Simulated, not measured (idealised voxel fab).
Proc. module: voxel self aligned contacts
Cross-section cut spans 260 nm and uses square cells 5 nm in size.
Square cells in a grid make up a cross-section in this document, and the grid is given as bands, listed from the top down, each one or more rows of cells.
Top, bottom (nm), then materials left to right with widths (nm); lone material tagged "all across" fills the whole band edge to edge; "empty" = empty space.
Heights from 0 (as-received wafer is one material below). Bottom band endless downward, as "0 down".
Width: "30->40" (first number = top row, second number = bottom row, same change from row to row of cells).
A step reported as "nothing different" is a step in which no cell of the cross-section changed.
So "Closed internal voids" is basically the list of trapped voids: any empty space of 8 cells or more that can't reach the top through an opening. They're written width x height at distance, the distance being from the left edge, and it's all nm.
Past the settings on a step's line: simulator remark, on that step.
"overlay nm" denotes, for a step that has a mask, the displacement of the mask to the right of its planned place, with negative values corresponding to the left.
-- Below is the list of planned process steps
- 1: RECEIVE (material Si)
- 2: OXIDIZE (depth nm 5)
- 3: DIRECTIONAL_DEP (material polySi; thk nm 30)
- 4: DIRECTIONAL_DEP (material SiN; thk nm 15)
- 5: DIRECTIONAL_DEP (material aC; thk nm 10)
- 6: PATTERN (tone cover; mask id GATE; material resist; width nm 30; pitch nm 55; thk nm 30; overlay nm 0)
- 7: DIRECTIONAL_ETCH (etch materials aC; depth nm 10)
- 8: STRIP (etch materials resist)
- 9: DIRECTIONAL_ETCH (etch materials SiN; depth nm 15)
- 10: DIRECTIONAL_ETCH (etch materials polySi; depth nm 30)
- 11: STRIP (etch materials aC)
- 12: CONFORMAL_DEP (material SiN; thk nm 5)
- 13: DIRECTIONAL_ETCH (etch materials SiN; depth nm 5)
- 14: FILL_DEP (material SiO2; thk nm 15)
- 15: CMP (height nm 50)
- 16: MASKED_ETCH (tone open; mask id CONTACT; width nm 35; etch materials SiO2; depth nm 55; overlay nm -15)
- 17: CONFORMAL_DEP (material TiN; thk nm 5)
- 18: FILL_DEP (material Ru; thk nm 5)
- 19: CMP (height nm 50)
- 20: CONFORMAL_DEP (material SiN; thk nm 5)
Same starting wafers, different overlay nm at step 16. Plan value belongs to the first wafer.
-- first wafer as received, after step 1
* 0 down = Si all across
* Closed internal voids: none
-- Every row in this table is a wafer at the end of the module, and it gives, for each of the materials, the cells that wafer has gained (+) or lost (-) since it was received, then its closed voids
overlay nm -15 | -52 Si | +124 SiN | +401 SiO2 | +27 TiN | +72 polySi | Closed internal voids: none
overlay nm -10 | +10 Ru | -52 Si | +124 SiN | +391 SiO2 | +27 TiN | +72 polySi | Closed internal voids: none
overlay nm -5 | +10 Ru | -52 Si | +124 SiN | +391 SiO2 | +27 TiN | +72 polySi | Closed internal voids: none
overlay nm 0 | +10 Ru | -52 Si | +124 SiN | +391 SiO2 | +27 TiN | +72 polySi | Closed internal voids: none
overlay nm 5 | +10 Ru | -52 Si | +124 SiN | +391 SiO2 | +27 TiN | +72 polySi | Closed internal voids: none
overlay nm 10 | +10 Ru | -52 Si | +124 SiN | +391 SiO2 | +27 TiN | +72 polySi | Closed internal voids: none
overlay nm 15 | -52 Si | +124 SiN | +401 SiO2 | +27 TiN | +72 polySi | Closed internal voids: none
